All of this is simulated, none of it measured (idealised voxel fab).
The process module presented herein is designated voxel self aligned vias.
For reference, the cross-section in this document is cut, with width 265 nm and square cells of 5 nm.
Cross-section = grid of square cells, listed top down in bands; band = one or more rows.
Per band: top height and bottom height in nm, followed by the left-to-right materials and their widths in nm; "throughout" marks a single material spanning edge to edge, "empty" marks empty space.
Convention: height 0 is the level below which the wafer, as received, is all one material. The lowest band does not terminate at the bottom but continues downward, represented as "0 and below".
So if you see something like "30 to 40" for the width, read it as the top row of the band sitting at the first number and the bottom row at the second, with every row in between moving by the same amount as the last.
Where the words "remains unaltered" appear for a step, the cross-section shows no cell changed by that step; every cell remained as before.
"Trapped void list": empty spaces of 8 cells or more with no open way to the top, each given as width x height at distance, distance from the left edge, all in nm.
If you see something after the settings on a step's line, that's the simulator's own remark about that step.
The line of a step may include "overlay nm". On a step with a mask, this value is how far to the right of its planned place the mask lay. A negative value means the mask lay to the left.

### The planned process steps are enumerated hereunder
1 RECEIVE | material Si
2 CONFORMAL_DEP | material SiO2 | thk nm 10
3 CONFORMAL_DEP | material SiCN | thk nm 5
4 DIRECTIONAL_DEP | material SiO2 | thk nm 20
5 MASKED_ETCH | tone open | mask id LINES | width nm 20 | pitch nm 60 | etch materials SiO2 | depth nm 20 | overlay nm 0
6 CONFORMAL_DEP | material TiN | thk nm 5
7 FILL_DEP | material Ru | thk nm 10
8 CMP | height nm 35
9 SELECTIVE_ETCH | etch materials W Ru TiN | depth nm 10
10 FILL_DEP | material SiN | thk nm 5
11 CMP | height nm 35
12 DIRECTIONAL_DEP | material SiO2 | thk nm 20
13 PATTERN | tone open | mask id VIAS | material resist | width nm 30 | pitch nm 60 | thk nm 20 | overlay nm 0
14 DIRECTIONAL_ETCH | etch materials SiO2 | depth nm 20
15 DIRECTIONAL_ETCH | etch materials SiN | depth nm 10
16 STRIP | etch materials resist
17 CONFORMAL_DEP | material TiN | thk nm 5
18 FILL_DEP | material Ru | thk nm 10
19 CMP | height nm 55
20 CONFORMAL_DEP | material SiCN | thk nm 5

### Cross-section of the wafer upon arrival, representing the state reached after step 1
* 0 and below | Si throughout
* Trapped void list: none

### Here's the cross-section of the first of our two wafers at the end of the module - it ran as planned
* 60 down to 55 | SiCN throughout
* 55 down to 40 | SiO2 85, then TiN 5, then Ru 20, then TiN 5, then SiO2 30, then TiN 5, then Ru 20, then TiN 5, then SiO2 90
* 40 down to 30 | SiO2 85 to 90, then TiN 10 to 5, then Ru 10, then TiN 10 to 5, then SiO2 30 to 40, then TiN 10 to 5, then Ru 10, then TiN 10 to 5, then SiO2 90 to 95
* 30 down to 25 | SiO2 90, then TiN 20, then SiO2 40, then TiN 20, then SiO2 95
* 25 down to 20 | SiO2 90, then TiN 5, then Ru 10, then TiN 5, then SiO2 40, then TiN 5, then Ru 10, then TiN 5, then SiO2 95
* 20 down to 15 | SiO2 90, then TiN 20, then SiO2 40, then TiN 20, then SiO2 95
* 15 down to 10 | SiCN throughout
* 10 down to 0 | SiO2 throughout
* 0 and below | Si throughout
* Trapped void list: none

### second wafer at the end: like start, like plan, one mistake
* 60 down to 55 | SiCN throughout
* 55 down to 30 | SiO2 85, then TiN 5, then Ru 20, then TiN 5, then SiO2 30, then TiN 5, then Ru 20, then TiN 5, then SiO2 90
* 30 down to 25 | SiO2 85, then TiN 30, then SiO2 30, then TiN 30, then SiO2 90
* 25 down to 20 | SiO2 85, then TiN 10, then Ru 10, then TiN 10, then SiO2 30, then TiN 10, then Ru 10, then TiN 10, then SiO2 90
* 20 down to 15 | SiO2 85, then TiN 30, then SiO2 30, then TiN 30, then SiO2 90
* 15 down to 10 | SiCN throughout
* 10 down to 0 | SiO2 throughout
* 0 and below | Si throughout
* Trapped void list: none
Here's what went sideways: plan step 14 was conducted twice
Heads up, by the end the second wafer has more or fewer cells of some materials compared to the first: Ru: 8 more | SiO2: 16 fewer | TiN: 8 more
